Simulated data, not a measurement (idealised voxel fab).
Process module under the name voxel gate over fins
The cross-section on display is named cut; it measures 255 nm wide, and its cells are 5 nm squares.
The cross-sections in this document take the form of a grid made of square cells. They are written out as bands, in order from top to bottom. Each band consists of one or more rows of cells. This entry defines a band. It first specifies the height of the band's top and the height of its bottom in nm, and then specifies the band's materials from left to right, stating each material with its width in nm. The word "throughout" identifies a single material that fills the band from edge to edge, while the word "blank" identifies empty space. It should be noted that heights are counted from 0, beneath which the wafer as supplied is of one material throughout, and that the lowest band possesses no lower boundary but continues downward, as written in "0 nm and below". The two numbers in a width such as "30..40" mark its ends across the band: the first belongs to the top row of cells, the second to the bottom row, and from each row to the next the width moves by the same amount. What does "no modification" mean for a step? It means no cell of the cross-section changed in that step. Closed-off voids of 8+ cells (no open route to the top) go in "Entrapped void list", written width x height at distance from the left edge, in nm. Text after the settings on a step's line: the simulator's own remark on that step. The line of a step may include "overlay nm". On a step with a mask, this value is how far to the right of its planned place the mask lay. A negative value means the mask lay to the left.
Steps planned for the process
1: RECEIVE,material Si
2: CONFORMAL_DEP,material SiN,thk nm 10
3: DIRECTIONAL_DEP,material aC,thk nm 10
4: PATTERN,tone cover,mask id FINS,material resist,width nm 15,pitch nm 50,thk nm 30,overlay nm 0
5: DIRECTIONAL_ETCH,etch materials aC,depth nm 10
6: STRIP,etch materials resist
7: DIRECTIONAL_ETCH,etch materials SiN,depth nm 10
8: DIRECTIONAL_ETCH,etch materials Si,depth nm 35
9: STRIP,etch materials aC
10: OXIDIZE,depth nm 5
11: FILL_DEP,material SiO2,thk nm 5
12: CMP,height nm 10
13: DIRECTIONAL_DEP,material aC,thk nm 15
14: PATTERN,tone open,mask id RAIL,material resist,width nm 15,thk nm 35,overlay nm 0
15: DIRECTIONAL_ETCH,etch materials aC,depth nm 15
16: STRIP,etch materials resist
17: DIRECTIONAL_ETCH,etch materials SiO2,depth nm 40
18: STRIP,etch materials aC
19: CONFORMAL_DEP,material TiN,thk nm 5
20: FILL_DEP,material Ru,thk nm 10
21: CMP,height nm 10
22: SELECTIVE_ETCH,etch materials W Ru TiN,depth nm 35
23: FILL_DEP,material SiO2,thk nm 5
24: CMP,height nm 10
25: SELECTIVE_ETCH,etch materials SiO2,depth nm 25
26: STRIP,etch materials SiN
27: CONFORMAL_DEP,material HfO2,thk nm 5
28: CONFORMAL_DEP,material TiN,thk nm 5
29: CONFORMAL_DEP,material TiAl,thk nm 5
30: CONFORMAL_DEP,material TiN,thk nm 5
31: FILL_DEP,material W,thk nm 10
32: CMP,height nm 25
33: CONFORMAL_DEP,material SiCN,thk nm 10
Cross-section: wafer on arrival = after step 1
  0 nm and below = Si throughout
  Entrapped void list: none
Looking at the first of two wafers in cross-section at end of module - ran to plan
  35 nm to 25 nm = SiCN throughout
  25 nm to 20 nm = W throughout
  20 nm to 15 nm = 55 of W / 45 of TiN / 5 of W / 45 of TiN / 5 of W / 45 of TiN / 55 of W
  15 nm to 10 nm = 55 of W / 5 of TiN / 35 of TiAl / 5 of TiN / 5 of W / 5 of TiN / 35 of TiAl / 5 of TiN / 5 of W / 5 of TiN / 35 of TiAl / 5 of TiN / 55 of W
  10 nm to 5 nm = 55 of W / 5 of TiN / 5 of TiAl / 25 of TiN / 5 of TiAl / 5 of TiN / 5 of W / 5 of TiN / 5 of TiAl / 25 of TiN / 5 of TiAl / 5 of TiN / 5 of W / 5 of TiN / 5 of TiAl / 25 of TiN / 5 of TiAl / 5 of TiN / 55 of W
  5 nm to 0 nm = 60 of TiN / 5 of TiAl / 5 of TiN / 15 of HfO2 / 5 of TiN / 5 of TiAl / 15 of TiN / 5 of TiAl / 5 of TiN / 15 of HfO2 / 5 of TiN / 5 of TiAl / 15 of TiN / 5 of TiAl / 5 of TiN / 15 of HfO2 / 5 of TiN / 5 of TiAl / 60 of TiN
  0 nm to -5 nm = 65 of TiAl / 5 of TiN / 5 of HfO2 / 5 of Si / 5 of HfO2 / 5 of TiN / 25 of TiAl / 5 of TiN / 5 of HfO2 / 5 of Si / 5 of HfO2 / 5 of TiN / 25 of TiAl / 5 of TiN / 5 of HfO2 / 5 of Si / 5 of HfO2 / 5 of TiN / 65 of TiAl
  -5 nm to -10 nm = 70 of TiN / 5 of HfO2 / 5 of Si / 5 of HfO2 / 35 of TiN / 5 of HfO2 / 5 of Si / 5 of HfO2 / 35 of TiN / 5 of HfO2 / 5 of Si / 5 of HfO2 / 70 of TiN
  -10 nm to -15 nm = 75 of HfO2 / 5 of Si / 45 of HfO2 / 5 of Si / 45 of HfO2 / 5 of Si / 75 of HfO2
  -15 nm to -25 nm = 75 of SiO2 / 5 of Si / 45 of SiO2 / 5 of Si / 45 of SiO2 / 5 of Si / 75 of SiO2
  -25 nm to -30 nm = 75 of SiO2 / 5 of Si / 15 of SiO2 / 15 of TiN / 15 of SiO2 / 5 of Si / 45 of SiO2 / 5 of Si / 75 of SiO2
  -30 nm to -40 nm = 75 of SiO2 / 5 of Si / 45 of SiO2 / 5 of Si / 45 of SiO2 / 5 of Si / 75 of SiO2
  -40 nm and below = Si throughout
  Entrapped void list: none
Here's the second of our two wafers sectioned at module end. Same start as the first, same plan, but one mistake got made running it
  35 nm to 25 nm = SiCN throughout
  25 nm to 20 nm = W throughout
  20 nm to 15 nm = 55 of W / 45 of TiN / 5 of W / 45 of TiN / 5 of W / 45 of TiN / 55 of W
  15 nm to 10 nm = 55 of W / 5 of TiN / 35 of TiAl / 5 of TiN / 5 of W / 5 of TiN / 35 of TiAl / 5 of TiN / 5 of W / 5 of TiN / 35 of TiAl / 5 of TiN / 55 of W
  10 nm to 5 nm = 55 of W / 5 of TiN / 5 of TiAl / 25 of TiN / 5 of TiAl / 5 of TiN / 5 of W / 5 of TiN / 5 of TiAl / 25 of TiN / 5 of TiAl / 5 of TiN / 5 of W / 5 of TiN / 5 of TiAl / 25 of TiN / 5 of TiAl / 5 of TiN / 55 of W
  5 nm to 0 nm = 60 of TiN / 5 of TiAl / 5 of TiN / 15 of HfO2 / 5 of TiN / 5 of TiAl / 15 of TiN / 5 of TiAl / 5 of TiN / 15 of HfO2 / 5 of TiN / 5 of TiAl / 15 of TiN / 5 of TiAl / 5 of TiN / 15 of HfO2 / 5 of TiN / 5 of TiAl / 60 of TiN
  0 nm to -5 nm = 65 of TiAl / 5 of TiN / 5 of HfO2 / 5 of Si / 5 of HfO2 / 5 of TiN / 25 of TiAl / 5 of TiN / 5 of HfO2 / 5 of Si / 5 of HfO2 / 5 of TiN / 25 of TiAl / 5 of TiN / 5 of HfO2 / 5 of Si / 5 of HfO2 / 5 of TiN / 65 of TiAl
  -5 nm to -10 nm = 70 of TiN / 5 of HfO2 / 5 of Si / 5 of HfO2 / 35 of TiN / 5 of HfO2 / 5 of Si / 5 of HfO2 / 35 of TiN / 5 of HfO2 / 5 of Si / 5 of HfO2 / 70 of TiN
  -10 nm to -15 nm = 75 of HfO2 / 5 of Si / 45 of HfO2 / 5 of Si / 45 of HfO2 / 5 of Si / 75 of HfO2
  -15 nm to -25 nm = 75 of SiO2 / 5 of Si / 45 of SiO2 / 5 of Si / 45 of SiO2 / 5 of Si / 75 of SiO2
  -25 nm to -30 nm = 70 of TiN / 5 of SiO2 / 5 of Si / 5 of SiO2 / 10 of TiN / 15 of SiO2 / 10 of TiN / 5 of SiO2 / 5 of Si / 5 of SiO2 / 35 of TiN / 5 of SiO2 / 5 of Si / 5 of SiO2 / 70 of TiN
  -30 nm to -40 nm = 75 of SiO2 / 5 of Si / 45 of SiO2 / 5 of Si / 45 of SiO2 / 5 of Si / 75 of SiO2
  -40 nm and below = Si throughout
  Entrapped void list: none
Want to know what went wrong? step 14 was run on a setting that differed from the plan, and what really ran there is PATTERN,tone cover,mask id RAIL,material resist,width nm 15,thk nm 35,overlay nm 0
The second wafer ends with more or fewer cells of some materials than the first, per final count: 36 fewer of SiO2 | 36 more of TiN
